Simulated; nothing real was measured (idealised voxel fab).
The name of this process module is voxel self aligned contacts.
Square cell edge 5 nm, section width 185 nm, ID cut.
For the purposes of this document, a cross-section shall be understood as a grid of square cells, specified as bands listed in top-to-bottom order, each band consisting of one or more rows of cells. Read a band's entry like this: the first values are the height of its top and the height of its bottom in nm, and what follows is the sequence of materials from left to right, each with its width in nm. Note that "air" is empty space, and that a single material marked "edge to edge" reaches across the band from edge to edge. Height 0 is the level under which the wafer as received is all one material. The lowest band goes on downwards, as in "0 -> down". With a width like "30..40", each row of cells in the band differs from the next by the same amount, the top row carrying the first number and the bottom row the second. Where a step carries "nothing changed", the cross-section came out of it unchanged, cell for cell. "Cavities, sealed" enumerates empty spaces isolated from the top, with no open way to it, that contain at least 8 cells, giving each as width x height at distance from the left edge, all three in nm. Whatever follows a step's settings on its line is a remark the simulator itself makes about that step. overlay nm: mask offset rightward from planned place, masked step; negative means leftward offset.
### So here's the lineup of process steps we planned
1 RECEIVE,material Si
2 CONFORMAL_DEP,material SiO2,thk nm 5
3 DIRECTIONAL_DEP,material polySi,thk nm 25
4 DIRECTIONAL_DEP,material SiN,thk nm 20
5 PATTERN,tone cover,mask id GATE,material resist,width nm 25,pitch nm 60,thk nm 20,overlay nm 0
6 DIRECTIONAL_ETCH,etch materials SiN,depth nm 20
7 DIRECTIONAL_ETCH,etch materials polySi,depth nm 25
8 STRIP,etch materials resist
9 CONFORMAL_DEP,material SiN,thk nm 5
10 DIRECTIONAL_ETCH,etch materials SiN,depth nm 5
11 FILL_DEP,material SiO2,thk nm 20
12 CMP,height nm 60
13 PATTERN,tone open,mask id CONTACT,material resist,width nm 45,pitch nm 60,thk nm 15,overlay nm 0
14 DIRECTIONAL_ETCH,etch materials SiO2,depth nm 60
15 STRIP,etch materials resist
16 CONFORMAL_DEP,material TiN,thk nm 5
17 FILL_DEP,material Ru,thk nm 10
18 CMP,height nm 60
19 CONFORMAL_DEP,material SiCN,thk nm 5
### Wafer cross-section on receipt, i.e. after step 1
	0 -> down: Si edge to edge
	Cavities, sealed: none
### Run as planned - first of the two wafers cross-sectioned at the end of the module
	65 -> 60: SiCN edge to edge
	60 -> 50: 40 of SiO2  5..15 of TiN  35..15 of Ru  5..15 of TiN  15 of SiO2  5..15 of TiN  35..15 of Ru  5..15 of TiN  40 of SiO2
	50 -> 30: 15 of SiO2  35 of SiN  5 of TiN  15 of Ru  5 of TiN  35 of SiN  5 of TiN  15 of Ru  5 of TiN  35 of SiN  15 of SiO2
	30 -> 5: 15 of SiO2  5 of SiN  25 of polySi  5 of SiN  5 of TiN  15 of Ru  5 of TiN  5 of SiN  25 of polySi  5 of SiN  5 of TiN  15 of Ru  5 of TiN  5 of SiN  25 of polySi  5 of SiN  15 of SiO2
	5 -> 0: 50 of SiO2  25 of TiN  35 of SiO2  25 of TiN  50 of SiO2
	0 -> down: Si edge to edge
	Cavities, sealed: none
### Second wafer through the module, sectioned at the end: same beginning and same plan as the first wafer, with one mistake in carrying it out
	65 -> 60: SiCN edge to edge
	60 -> 50: 30 of SiO2  5..25 of TiN  35..15 of Ru  5 of TiN  15 of SiO2  5..25 of TiN  35..15 of Ru  5 of TiN  50 of SiO2
	50 -> 30: 15 of SiO2  35 of SiN  5 of TiN  15 of Ru  5 of TiN  35 of SiN  5 of TiN  15 of Ru  5 of TiN  35 of SiN  15 of SiO2
	30 -> 5: 15 of SiO2  5 of SiN  25 of polySi  5 of SiN  5 of TiN  15 of Ru  5 of TiN  5 of SiN  25 of polySi  5 of SiN  5 of TiN  15 of Ru  5 of TiN  5 of SiN  25 of polySi  5 of SiN  15 of SiO2
	5 -> 0: 50 of SiO2  25 of TiN  35 of SiO2  25 of TiN  50 of SiO2
	0 -> down: Si edge to edge
	Cavities, sealed: none
what went wrong: note that step 13 departed from the planned setting and was carried out as PATTERN,tone open,mask id CONTACT,material resist,width nm 45,pitch nm 60,thk nm 15,overlay nm -10
In the final comparison it is observed that the number of cells assigned to each material is identical for the two wafers, whereas their placement is not.
